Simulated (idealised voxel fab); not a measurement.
Herein follows the process module entitled voxel double patterning.
Cross-section cut: width 195 nm, square cells of 5 nm.
Cross-section spec: square-cell grid; bands listed top down; each band is one or more rows. This entry defines a band. It first specifies the height of the band's top and the height of its bottom in nm, and then specifies the band's materials from left to right, stating each material with its width in nm. The word "full width" identifies a single material that fills the band from edge to edge, while the word "air" identifies empty space. Basically, 0 is our baseline, since under it the wafer straight out of the box is all one material. The bottom band has no lower end and keeps on going down, so it looks like "top 0, no bottom". Per-row width for "30->40": begins at first number (top row of band), ends at second number (bottom row), increment between rows held constant. "no modification" (step): cross-section cells unchanged, all of them. Voids not open to the top, 8 cells minimum: see "Fully closed voids". Written width x height at distance; distance is from the left edge; nm. Past the settings on a step's line: simulator remark, on that step. What "overlay nm" on a step's line means: if the step has a mask, that mask lay this far to the right of its planned place, or, when the value is negative, to the left.

LISTED BELOW ARE THE PROCESS STEPS AS PLANNED
1 RECEIVE [material Si]
2 CONFORMAL_DEP [material SiO2] [thk nm 5]
3 DIRECTIONAL_DEP [material polySi] [thk nm 20]
4 DIRECTIONAL_DEP [material SiN] [thk nm 5]
5 DIRECTIONAL_DEP [material aC] [thk nm 10]
6 PATTERN [tone open] [mask id FIRST] [material resist] [width nm 15] [pitch nm 50] [thk nm 30] [overlay nm 0]
7 DIRECTIONAL_ETCH [etch materials aC] [depth nm 10]
8 STRIP [etch materials resist]
9 DIRECTIONAL_ETCH [etch materials SiN] [depth nm 5]
10 STRIP [etch materials aC]
11 PATTERN [tone open] [mask id SECOND] [material resist] [width nm 15] [thk nm 20] [overlay nm 0]
12 DIRECTIONAL_ETCH [etch materials SiN] [depth nm 5]
13 STRIP [etch materials resist]
14 DIRECTIONAL_ETCH [etch materials polySi] [depth nm 20]
15 STRIP [etch materials SiN]

STEP 1 COMPLETE: CROSS-SECTION OF THE WAFER AS RECEIVED
> top 0, no bottom: Si full width
> Fully closed voids: none

STARTING STRUCTURE AND PROCESS PLAN ARE AS SHOWN ABOVE, BUT ONE MISTAKE WAS MADE IN RUNNING THE MODULE; THE WAFER CROSS-SECTION AT THE END OF THE MODULE FOLLOWS
> top 45, bottom 25: polySi: 65  air: 15  polySi: 10  air: 15  polySi: 10  air: 15  polySi: 65
> top 25, bottom 5: polySi full width
> top 5, bottom 0: SiO2 full width
> top 0, no bottom: Si full width
> Fully closed voids: none
Misprocessing identified: step 3 of the plan was twice carried out
